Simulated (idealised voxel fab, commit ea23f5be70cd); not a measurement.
process module | voxel air gaps
cross-section cut | 215 nm wide | cells 5 nm
A cross-section is a grid of square cells, given in bands from the top down. A band is one or more rows of cells.
Each band's line starts with the height of the band's top and of its bottom, in nm. Then come its materials from left to right, each with its width in nm. One material with "throughout" fills the band from edge to edge. "air" is empty space.
Height 0 is the level under which the wafer as received is all one material. The lowest band goes on downwards, as in "0 down".
A width such as "30 to 40" changes by the same amount from each row of cells to the next, from the band's top row to its bottom row.
"no change" after a step means that no cell of the cross-section changed.
closed voids: empty space of 8 cells or more with no open way to the top, each as width x height at its distance from the left edge, in nm
after a step's settings: what the simulator itself notes on the step
overlay nm, on a step with a mask: how far to the right of its planned place the mask lay; to the left if negative
plan
1 op RECEIVE | material Si
2 op CONFORMAL_DEP | material SiO2 | thk nm 15
3 op CONFORMAL_DEP | material SiCN | thk nm 5
4 op DIRECTIONAL_DEP | material SiO2 | thk nm 25
5 op DIRECTIONAL_DEP | material aC | thk nm 15
6 op PATTERN | tone open | mask id LINES | material resist | width nm 25 | pitch nm 50 | thk nm 30 | overlay nm 0
7 op DIRECTIONAL_ETCH | etch materials aC | depth nm 15
8 op STRIP | etch materials resist
9 op DIRECTIONAL_ETCH | etch materials SiO2 | depth nm 35
10 op STRIP | etch materials aC
11 op CONFORMAL_DEP | material TiN | thk nm 5
12 op FILL_DEP | material W | thk nm 5
13 op CMP | height nm 55
14 op EPI | material Ru | thk nm 10
15 op SELECTIVE_ETCH | etch materials SiO2 | depth nm 45
16 op CONFORMAL_DEP | material SiCN | thk nm 5
varied across the wafers: thk nm of step 4. The plan shows the first wafer's value. All wafers start alike
first wafer as received, after step 1
  0 down: Si throughout
  closed voids: none
each wafer at the end: cells of each material gained (+) or lost (-) since it was received, then its closed voids
thk nm 25 | +86 Ru | +86 SiCN | +269 SiO2 | +73 TiN | +88 W | closed voids: none
thk nm 30 | +86 Ru | +86 SiCN | +297 SiO2 | +79 TiN | +54 W | closed voids: none
thk nm 35 | +54 Ru | +156 SiCN | +129 SiO2 | +51 TiN | +54 W | closed voids: 15 x 25 at 75; 15 x 25 at 125
